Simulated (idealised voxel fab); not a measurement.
A process module follows: voxel transistor to metal.
Section shown: cut. Width: 170 nm. Cell size: 5 nm, square.
Think of the cross-section as a grid of square cells. We describe it in bands, top to bottom, and each band covers one or more rows of those cells. In this notation a band is specified by the heights of its top and bottom, in that order and in nm, after which its materials appear from left to right, each paired with its width in nm. The word "everywhere" attached to a single material means that material fills the band from edge to edge; the word "empty" stands for empty space. Note: height 0 marks the level under which the wafer is uniformly one material as received. Lowest band unbounded below, written "0 -> down". The width entry "30..40" should be interpreted row by row: the top row of cells in the band takes the first number, the bottom row takes the second number, and the change between adjacent rows is uniform throughout. When a step is marked "remained the same", none of the cells in the cross-section changed during that step. Look at "Closed void entries" for the closed voids: empty spaces with no open path to the top, sized 8 cells or up. Each is width x height at distance, distance from the left edge, all nm. Formally, on a step line, whatever follows the settings is a remark that the simulator itself makes on the step. overlay nm: where the mask lay relative to plan, measured to the right, on steps with a mask; negatives go left.

Planned step list for the process:
1. RECEIVE,material Si
2. CONFORMAL_DEP,material SiO2,thk nm 5
3. CONFORMAL_DEP,material SiN,thk nm 15
4. MASKED_ETCH,tone cover,mask id ACTIVE,width nm 125,etch materials SiN,depth nm 15,overlay nm 0
5. MASKED_ETCH,tone cover,mask id ACTIVE,width nm 125,etch materials SiO2,depth nm 5,overlay nm 0
6. MASKED_ETCH,tone cover,mask id ACTIVE,width nm 125,etch materials Si,depth nm 35,overlay nm 0
7. FILL_DEP,material SiO2,thk nm 10
8. CMP,height nm 20
9. SELECTIVE_ETCH,etch materials SiO2,depth nm 10
10. STRIP,etch materials SiN
11. SELECTIVE_ETCH,etch materials SiO2,depth nm 5
12. OXIDIZE,depth nm 5
13. DIRECTIONAL_DEP,material polySi,thk nm 20
14. DIRECTIONAL_DEP,material SiCN,thk nm 10
15. PATTERN,tone cover,mask id GATE,material resist,width nm 25,thk nm 20,overlay nm 0
16. DIRECTIONAL_ETCH,etch materials SiCN,depth nm 20
17. DIRECTIONAL_ETCH,etch materials polySi,depth nm 30
18. STRIP,etch materials resist
19. CONFORMAL_DEP,material SiO2,thk nm 5
20. DIRECTIONAL_ETCH,etch materials SiO2,depth nm 5
21. CONFORMAL_DEP,material SiN,thk nm 10
22. DIRECTIONAL_ETCH,etch materials SiN,depth nm 10
23. DIRECTIONAL_ETCH,etch materials SiO2,depth nm 5
24. DIRECTIONAL_ETCH,etch materials Si,depth nm 10
25. EPI,material pSi,thk nm 15
26. FILL_DEP,material SiO2,thk nm 5
27. CMP,height nm 30
28. DIRECTIONAL_DEP,material SiO2,thk nm 10
29. MASKED_ETCH,tone open,mask id CONTACT,width nm 35,pitch nm 70,etch materials SiO2,depth nm 30,overlay nm 0
30. CONFORMAL_DEP,material TiN,thk nm 5
31. FILL_DEP,material W,thk nm 5
32. CMP,height nm 40
33. CONFORMAL_DEP,material SiCN,thk nm 5
34. DIRECTIONAL_DEP,material SiO2,thk nm 20
35. DIRECTIONAL_DEP,material aC,thk nm 10
36. PATTERN,tone open,mask id METAL_1,material resist,width nm 20,pitch nm 85,thk nm 25,overlay nm 0
37. DIRECTIONAL_ETCH,etch materials aC,depth nm 10
38. STRIP,etch materials resist
39. DIRECTIONAL_ETCH,etch materials SiO2,depth nm 20
40. DIRECTIONAL_ETCH,etch materials SiCN,depth nm 5
41. STRIP,etch materials aC
42. CONFORMAL_DEP,material TiN,thk nm 5
43. FILL_DEP,material Cu,thk nm 10
44. CMP,height nm 65
45. CONFORMAL_DEP,material SiCN,thk nm 5

Delivered wafer in cross-section: state after step 1:
	0 -> down | Si everywhere
	Closed void entries: none

End-of-module cross-section of the first of two wafers, processed as planned:
	70 -> 65 | SiCN everywhere
	65 -> 45 | SiO2 30 | TiN 5 | Cu 10 | TiN 5 | SiO2 65 | TiN 5 | Cu 10 | TiN 5 | SiO2 35
	45 -> 40 | SiCN 30 | TiN 20 | SiCN 65 | TiN 20 | SiCN 35
	40 -> 30 | SiO2 30 | TiN 5 | W 25..15 | TiN 5..15 | SiO2 35 | TiN 5..15 | W 25..15 | TiN 5 | SiO2 35
	30 -> 20 | SiO2 30 | TiN 5 | W 15 | TiN 5 | SiN 10 | SiO2 5 | SiCN 25 | SiO2 5 | SiN 10 | TiN 5 | W 15 | TiN 5 | SiO2 35
	20 -> 15 | SiO2 30 | TiN 5 | W 15 | TiN 5 | SiN 10 | SiO2 5 | polySi 25 | SiO2 5 | SiN 10 | TiN 5 | W 15 | TiN 5 | SiO2 35
	15 -> 10 | SiO2 30 | TiN 25 | SiN 10 | SiO2 5 | polySi 25 | SiO2 5 | SiN 10 | TiN 25 | SiO2 35
	10 -> 5 | SiO2 25 | pSi 30 | SiN 10 | SiO2 5 | polySi 25 | SiO2 5 | SiN 10 | pSi 30 | SiO2 30
	5 -> 0 | SiO2 20 | SiN 10 | pSi 25 | SiN 10 | SiO2 5 | polySi 25 | SiO2 5 | SiN 10 | pSi 25 | SiN 10 | SiO2 25
	0 -> -5 | SiO2 30 | pSi 25 | SiO2 55 | pSi 25 | SiO2 35
	-5 -> -15 | SiO2 20 | Si 10 | pSi 25 | Si 55 | pSi 25 | Si 10 | SiO2 25
	-15 -> -35 | SiO2 20 | Si 125 | SiO2 25
	-35 -> down | Si everywhere
	Closed void entries: none

Wafer two, sectioned after the module: the first wafer's start, the first wafer's plan, and one mistake in how it was run:
	70 -> 65 | SiCN everywhere
	65 -> 45 | SiO2 30 | TiN 5 | Cu 10 | TiN 5 | SiO2 65 | TiN 5 | Cu 10 | TiN 5 | SiO2 35
	45 -> 40 | SiCN 30 | TiN 20 | SiCN 65 | TiN 20 | SiCN 35
	40 -> 35 | SiO2 30 | TiN 5 | W 25 | TiN 5 | SiO2 35 | TiN 5 | W 25 | TiN 5 | SiO2 35
	35 -> 30 | SiO2 30 | TiN 35 | SiO2 35 | TiN 35 | SiO2 35
	30 -> 25 | SiCN 70 | SiO2 5 | SiN 15 | SiO2 5 | SiCN 75
	25 -> 20 | polySi 15 | SiCN 55 | SiO2 5 | SiN 15 | SiO2 5 | SiCN 55 | polySi 20
	20 -> 5 | polySi 70 | SiO2 5 | SiN 15 | SiO2 5 | polySi 75
	5 -> 0 | SiO2 15 | polySi 55 | SiO2 5 | SiN 15 | SiO2 5 | polySi 55 | SiO2 20
	0 -> -5 | SiO2 everywhere
	-5 -> -35 | SiO2 20 | Si 125 | SiO2 25
	-35 -> down | Si everywhere
	Closed void entries: none
What went wrong in running the wafer? it should be noted that step 15 was executed with settings other than those planned, the operation and settings actually applied being PATTERN,tone open,mask id GATE,material resist,width nm 25,thk nm 20,overlay nm 0
Final wafer comparison in cells, second versus first, more or fewer per material: +20 Si; +41 SiCN; -10 SiN; -55 SiO2; -16 TiN; -24 W; -52 pSi; +96 polySi
